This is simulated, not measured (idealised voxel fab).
A process module follows: voxel self aligned contacts.
Square cell edge 5 nm, section width 185 nm, ID cut.
Throughout this document, each cross-section is represented as a grid of square cells and is presented as a sequence of bands enumerated from the top downward, where a band comprises one or more rows of cells. Band: top height; bottom height; in nm. Then, left to right: material with width in nm, for each material. "throughout": a single material spanning edge to edge. "empty": empty space. Heads up on the height convention: 0 is the point under which the incoming wafer is all one material, and the lowest band has no bottom, it just keeps going down, like "0 and below". The expression "30..40" gives the width at the extremes of the band, the first number at its top row of cells and the second at its bottom row, with the width changing by equal amounts from each row to the next in between. Step note "nothing different" = no cross-section cell changed. Each empty space that has no open way to the top and spans at least 8 cells appears under "Enclosed empty spaces" as width x height at distance, the distance counted from the left edge, all in nm. Text after the settings on a step's line: the simulator's own remark on that step. On any step carrying a mask, the "overlay nm" setting, if present on the step's line, tells how far right of its planned place the mask lay; negative values point to the left. So the way this works: pairs, before and after one process step. The after picture only goes down to the lowest band that actually changed, nothing below. Step and its settings are under each pair. And watch out, pairs might come from different runs of this module, same starting wafer though, so a pair only follows on from the one above if its "State on entry" entry tells you so.
State on entry:
- 50 down to 30: 45 empty; 35 SiN; 15 empty; 35 SiN; 55 empty
- 30 down to 10: 45 empty; 5 SiN; 25 polySi; 5 SiN; 15 empty; 5 SiN; 25 polySi; 5 SiN; 55 empty
- 10 down to 5: 50 SiN; 25 polySi; 25 SiN; 25 polySi; 60 SiN
- 5 down to 0: SiO2 throughout
- 0 and below: Si throughout
- Enclosed empty spaces: none
After:
- 45 down to 30: 45 empty; 35 SiN; 15 empty; 35 SiN; 55 empty
- 30 down to 5: 45 empty; 5 SiN; 25 polySi; 5 SiN; 15 empty; 5 SiN; 25 polySi; 5 SiN; 55 empty
- Rest of section, below 5: as before.
- Enclosed empty spaces: none
Process step bridging the above cross-sections: DIRECTIONAL_ETCH (etch materials SiN; depth nm 5)
State on entry: the after view from the pair directly above serves as the before view here.
After:
- 65 down to 45: SiO2 throughout
- 45 down to 30: 45 SiO2; 35 SiN; 15 SiO2; 35 SiN; 55 SiO2
- 30 down to 5: 45 SiO2; 5 SiN; 25 polySi; 5 SiN; 15 SiO2; 5 SiN; 25 polySi; 5 SiN; 55 SiO2
- Rest of section, below 5: as before.
- Enclosed empty spaces: none
Process step bridging the above cross-sections: FILL_DEP (material SiO2; thk nm 20)
State on entry: the after view from the pair directly above serves as the before view here.
After:
- 55 down to 45: SiO2 throughout
- Rest of section, below 45: as before.
- Enclosed empty spaces: none
Process step bridging the above cross-sections: CMP (height nm 55)
State on entry: the after view from the pair directly above serves as the before view here.
After:
- 70 down to 55: 75 resist; 35 empty; 75 resist
- Rest of section, below 55: as before.
- Enclosed empty spaces: none
Process step bridging the above cross-sections: PATTERN (tone open; mask id CONTACT; material resist; width nm 35; thk nm 15; overlay nm 0)
State on entry: the after view from the pair directly above serves as the before view here.
After:
- 70 down to 55: 75 resist; 35 empty; 75 resist
- 55 down to 45: 75 SiO2; 35 empty; 75 SiO2
- 45 down to 30: 45 SiO2; 35 SiN; 15 empty; 35 SiN; 55 SiO2
- 30 down to 5: 45 SiO2; 5 SiN; 25 polySi; 5 SiN; 15 empty; 5 SiN; 25 polySi; 5 SiN; 55 SiO2
- 5 down to 0: 80 SiO2; 15 empty; 90 SiO2
- Rest of section, below 0: as before.
- Enclosed empty spaces: none
Process step bridging the above cross-sections: DIRECTIONAL_ETCH (etch materials SiO2; depth nm 55)
State on entry: the after view from the pair directly above serves as the before view here.
After:
- 55 down to 45: 75 SiO2; 35 empty; 75 SiO2
- Rest of section, below 45: as before.
- Enclosed empty spaces: none
Process step bridging the above cross-sections: STRIP (etch materials resist)
State on entry: the after view from the pair directly above serves as the before view here.
After:
- 60 down to 55: 80 TiN; 25 empty; 80 TiN
- 55 down to 45: 75 SiO2; 5..10 TiN; 25..5 empty; 5..20 TiN; 75 SiO2
- 45 down to 30: 45 SiO2; 35 SiN; 5 TiN; 5 empty; 5 TiN; 35 SiN; 55 SiO2
- 30 down to 5: 45 SiO2; 5 SiN; 25 polySi; 5 SiN; 5 TiN; 5 empty; 5 TiN; 5 SiN; 25 polySi; 5 SiN; 55 SiO2
- 5 down to 0: 80 SiO2; 15 TiN; 90 SiO2
- Rest of section, below 0: as before.
- Enclosed empty spaces: none
Process step bridging the above cross-sections: CONFORMAL_DEP (material TiN; thk nm 5)
State on entry: the after view from the pair directly above serves as the before view here.
After:
- 70 down to 60: W throughout
- 60 down to 55: 80 TiN; 25 W; 80 TiN
- 55 down to 45: 75 SiO2; 5..10 TiN; 25..5 W; 5..20 TiN; 75 SiO2
- 45 down to 30: 45 SiO2; 35 SiN; 5 TiN; 5 W; 5 TiN; 35 SiN; 55 SiO2
- 30 down to 5: 45 SiO2; 5 SiN; 25 polySi; 5 SiN; 5 TiN; 5 W; 5 TiN; 5 SiN; 25 polySi; 5 SiN; 55 SiO2
- Rest of section, below 5: as before.
- Enclosed empty spaces: none
Process step bridging the above cross-sections: FILL_DEP (material W; thk nm 10)
State on entry: the after view from the pair directly above serves as the before view here.
After:
- 55 down to 45: 75 SiO2; 5..10 TiN; 25..5 W; 5..20 TiN; 75 SiO2
- Rest of section, below 45: as before.
- Enclosed empty spaces: none
Process step bridging the above cross-sections: CMP (height nm 55)
State on entry: the after view from the pair directly above serves as the before view here.
After:
- 60 down to 55: SiN throughout
- Rest of section, below 55: as before.
- Enclosed empty spaces: none
Process step bridging the above cross-sections: CONFORMAL_DEP (material SiN; thk nm 5)
State on entry:
- 0 and below: Si throughout
- Enclosed empty spaces: none
After:
- 5 down to 0: TiN throughout
- Rest of section, below 0: as before.
- Enclosed empty spaces: none
Process step bridging the above cross-sections: CONFORMAL_DEP (material TiN; thk nm 5)
State on entry: the after view from the pair directly above serves as the before view here.
After:
- 30 down to 5: polySi throughout
- Rest of section, below 5: as before.
- Enclosed empty spaces: none
Process step bridging the above cross-sections: DIRECTIONAL_DEP (material polySi; thk nm 25)
State on entry: the after view from the pair directly above serves as the before view here.
After:
- 45 down to 30: SiN throughout
- Rest of section, below 30: as before.
- Enclosed empty spaces: none
Process step bridging the above cross-sections: DIRECTIONAL_DEP (material SiN; thk nm 15)
State on entry: the after view from the pair directly above serves as the before view here.
After:
- 65 down to 45: 55 empty; 25 resist; 25 empty; 25 resist; 55 empty
- Rest of section, below 45: as before.
- Enclosed empty spaces: none
Process step bridging the above cross-sections: PATTERN (tone cover; mask id GATE; material resist; width nm 25; pitch nm 50; thk nm 20; overlay nm 0)
State on entry: the after view from the pair directly above serves as the before view here.
After:
- 65 down to 45: 55 empty; 25 resist; 25 empty; 25 resist; 55 empty
- 45 down to 30: 55 empty; 25 SiN; 25 empty; 25 SiN; 55 empty
- Rest of section, below 30: as before.
- Enclosed empty spaces: none
Process step bridging the above cross-sections: DIRECTIONAL_ETCH (etch materials SiN; depth nm 15)
State on entry: the after view from the pair directly above serves as the before view here.
After:
- 65 down to 45: 55 empty; 25 resist; 25 empty; 25 resist; 55 empty
- 45 down to 30: 55 empty; 25 SiN; 25 empty; 25 SiN; 55 empty
- 30 down to 5: 55 empty; 25 polySi; 25 empty; 25 polySi; 55 empty
- Rest of section, below 5: as before.
- Enclosed empty spaces: none
Process step bridging the above cross-sections: DIRECTIONAL_ETCH (etch materials polySi; depth nm 25)
State on entry: the after view from the pair directly above serves as the before view here.
After:
- 45 down to 30: 55 empty; 25 SiN; 25 empty; 25 SiN; 55 empty
- Rest of section, below 30: as before.
- Enclosed empty spaces: none
Process step bridging the above cross-sections: STRIP (etch materials resist)
State on entry: the after view from the pair directly above serves as the before view here.
After:
- 50 down to 30: 50 empty; 35 SiN; 15 empty; 35 SiN; 50 empty
- 30 down to 10: 50 empty; 5 SiN; 25 polySi; 5 SiN; 15 empty; 5 SiN; 25 polySi; 5 SiN; 50 empty
- 10 down to 5: 55 SiN; 25 polySi; 25 SiN; 25 polySi; 55 SiN
- Rest of section, below 5: as before.
- Enclosed empty spaces: none
Process step bridging the above cross-sections: CONFORMAL_DEP (material SiN; thk nm 5)
State on entry: the after view from the pair directly above serves as the before view here.
After:
- 45 down to 30: 50 empty; 35 SiN; 15 empty; 35 SiN; 50 empty
- 30 down to 5: 50 empty; 5 SiN; 25 polySi; 5 SiN; 15 empty; 5 SiN; 25 polySi; 5 SiN; 50 empty
- Rest of section, below 5: as before.
- Enclosed empty spaces: none
Process step bridging the above cross-sections: DIRECTIONAL_ETCH (etch materials SiN; depth nm 5)
State on entry: the after view from the pair directly above serves as the before view here.
After:
- 65 down to 45: SiO2 throughout
- 45 down to 30: 50 SiO2; 35 SiN; 15 SiO2; 35 SiN; 50 SiO2
- 30 down to 5: 50 SiO2; 5 SiN; 25 polySi; 5 SiN; 15 SiO2; 5 SiN; 25 polySi; 5 SiN; 50 SiO2
- Rest of section, below 5: as before.
- Enclosed empty spaces: none
Process step bridging the above cross-sections: FILL_DEP (material SiO2; thk nm 20)
State on entry: the after view from the pair directly above serves as the before view here.
After:
- 55 down to 45: SiO2 throughout
- Rest of section, below 45: as before.
- Enclosed empty spaces: none
Process step bridging the above cross-sections: CMP (height nm 55)
State on entry: the after view from the pair directly above serves as the before view here.
After:
- 70 down to 55: 75 resist; 35 empty; 75 resist
- Rest of section, below 55: as before.
- Enclosed empty spaces: none
Process step bridging the above cross-sections: PATTERN (tone open; mask id CONTACT; material resist; width nm 35; thk nm 15; overlay nm 0)
State on entry: the after view from the pair directly above serves as the before view here.
After:
- 70 down to 55: 75 resist; 35 empty; 75 resist
- 55 down to 45: 75 SiO2; 35 empty; 75 SiO2
- 45 down to 30: 50 SiO2; 35 SiN; 15 empty; 35 SiN; 50 SiO2
- 30 down to 5: 50 SiO2; 5 SiN; 25 polySi; 5 SiN; 15 empty; 5 SiN; 25 polySi; 5 SiN; 50 SiO2
- Rest of section, below 5: as before.
- Enclosed empty spaces: none
Process step bridging the above cross-sections: DIRECTIONAL_ETCH (etch materials SiO2; depth nm 55)
State on entry: the after view from the pair directly above serves as the before view here.
After:
- 55 down to 45: 75 SiO2; 35 empty; 75 SiO2
- Rest of section, below 45: as before.
- Enclosed empty spaces: none
Process step bridging the above cross-sections: STRIP (etch materials resist)
State on entry: the after view from the pair directly above serves as the before view here.
After:
- 60 down to 55: 80 TiN; 25 empty; 80 TiN
- 55 down to 45: 75 SiO2; 5..15 TiN; 25..5 empty; 5..15 TiN; 75 SiO2
- 45 down to 30: 50 SiO2; 35 SiN; 5 TiN; 5 empty; 5 TiN; 35 SiN; 50 SiO2
- 30 down to 10: 50 SiO2; 5 SiN; 25 polySi; 5 SiN; 5 TiN; 5 empty; 5 TiN; 5 SiN; 25 polySi; 5 SiN; 50 SiO2
- 10 down to 5: 50 SiO2; 5 SiN; 25 polySi; 5 SiN; 15 TiN; 5 SiN; 25 polySi; 5 SiN; 50 SiO2
- Rest of section, below 5: as before.
- Enclosed empty spaces: none
Process step bridging the above cross-sections: CONFORMAL_DEP (material TiN; thk nm 5)
State on entry: the after view from the pair directly above serves as the before view here.
After:
- 70 down to 60: W throughout
- 60 down to 55: 80 TiN; 25 W; 80 TiN
- 55 down to 45: 75 SiO2; 5..15 TiN; 25..5 W; 5..15 TiN; 75 SiO2
- 45 down to 30: 50 SiO2; 35 SiN; 5 TiN; 5 W; 5 TiN; 35 SiN; 50 SiO2
- 30 down to 10: 50 SiO2; 5 SiN; 25 polySi; 5 SiN; 5 TiN; 5 W; 5 TiN; 5 SiN; 25 polySi; 5 SiN; 50 SiO2
- Rest of section, below 10: as before.
- Enclosed empty spaces: none
Process step bridging the above cross-sections: FILL_DEP (material W; thk nm 10)
State on entry: the after view from the pair directly above serves as the before view here.
After:
- 55 down to 45: 75 SiO2; 5..15 TiN; 25..5 W; 5..15 TiN; 75 SiO2
- Rest of section, below 45: as before.
- Enclosed empty spaces: none
Process step bridging the above cross-sections: CMP (height nm 55)
State on entry: the after view from the pair directly above serves as the before view here.
After:
- 60 down to 55: SiN throughout
- Rest of section, below 55: as before.
- Enclosed empty spaces: none
Process step bridging the above cross-sections: CONFORMAL_DEP (material SiN; thk nm 5)
State on entry:
- 55 down to 45: SiO2 throughout
- 45 down to 30: 50 SiO2; 35 SiN; 15 SiO2; 35 SiN; 50 SiO2
- 30 down to 5: 50 SiO2; 5 SiN; 25 polySi; 5 SiN; 15 SiO2; 5 SiN; 25 polySi; 5 SiN; 50 SiO2
- 5 down to 0: SiO2 throughout
- 0 and below: Si throughout
- Enclosed empty spaces: none
After:
- 70 down to 55: 75 empty; 35 resist; 75 empty
- Rest of section, below 55: as before.
- Enclosed empty spaces: none
Process step bridging the above cross-sections: PATTERN (tone cover; mask id CONTACT; material resist; width nm 35; thk nm 15; overlay nm 0)
State on entry: the after view from the pair directly above serves as the before view here.
After:
- 70 down to 55: 75 empty; 35 resist; 75 empty
- 55 down to 45: 75 empty; 35 SiO2; 75 empty
- 45 down to 30: 50 empty; 35 SiN; 15 SiO2; 35 SiN; 50 empty
- 30 down to 5: 50 empty; 5 SiN; 25 polySi; 5 SiN; 15 SiO2; 5 SiN; 25 polySi; 5 SiN; 50 empty
- 5 down to 0: 50 empty; 85 SiO2; 50 empty
- Rest of section, below 0: as before.
- Enclosed empty spaces: none
Process step bridging the above cross-sections: DIRECTIONAL_ETCH (etch materials SiO2; depth nm 55)
State on entry: the after view from the pair directly above serves as the before view here.
After:
- 55 down to 45: 75 empty; 35 SiO2; 75 empty
- Rest of section, below 45: as before.
- Enclosed empty spaces: none
Process step bridging the above cross-sections: STRIP (etch materials resist)
State on entry: the after view from the pair directly above serves as the before view here.
After:
- 60 down to 55: 70 empty; 45 TiN; 70 empty
- 55 down to 45: 70..45 empty; 5..30 TiN; 35 SiO2; 5..30 TiN; 70..45 empty
- 45 down to 30: 45 empty; 5 TiN; 35 SiN; 15 SiO2; 35 SiN; 5 TiN; 45 empty
- 30 down to 5: 45 empty; 5 TiN; 5 SiN; 25 polySi; 5 SiN; 15 SiO2; 5 SiN; 25 polySi; 5 SiN; 5 TiN; 45 empty
- 5 down to 0: 50 TiN; 85 SiO2; 50 TiN
- Rest of section, below 0: as before.
- Enclosed empty spaces: none
Process step bridging the above cross-sections: CONFORMAL_DEP (material TiN; thk nm 5)
State on entry: the after view from the pair directly above serves as the before view here.
After:
- 70 down to 60: W throughout
- 60 down to 55: 70 W; 45 TiN; 70 W
- 55 down to 45: 70..45 W; 5..30 TiN; 35 SiO2; 5..30 TiN; 70..45 W
- 45 down to 30: 45 W; 5 TiN; 35 SiN; 15 SiO2; 35 SiN; 5 TiN; 45 W
- 30 down to 5: 45 W; 5 TiN; 5 SiN; 25 polySi; 5 SiN; 15 SiO2; 5 SiN; 25 polySi; 5 SiN; 5 TiN; 45 W
- Rest of section, below 5: as before.
- Enclosed empty spaces: none
Process step bridging the above cross-sections: FILL_DEP (material W; thk nm 10)
State on entry: the after view from the pair directly above serves as the before view here.
After:
- 55 down to 45: 70..45 W; 5..30 TiN; 35 SiO2; 5..30 TiN; 70..45 W
- Rest of section, below 45: as before.
- Enclosed empty spaces: none
Process step bridging the above cross-sections: CMP (height nm 55)
State on entry: the after view from the pair directly above serves as the before view here.
After:
- 60 down to 55: SiN throughout
- Rest of section, below 55: as before.
- Enclosed empty spaces: none
Process step bridging the above cross-sections: CONFORMAL_DEP (material SiN; thk nm 5)
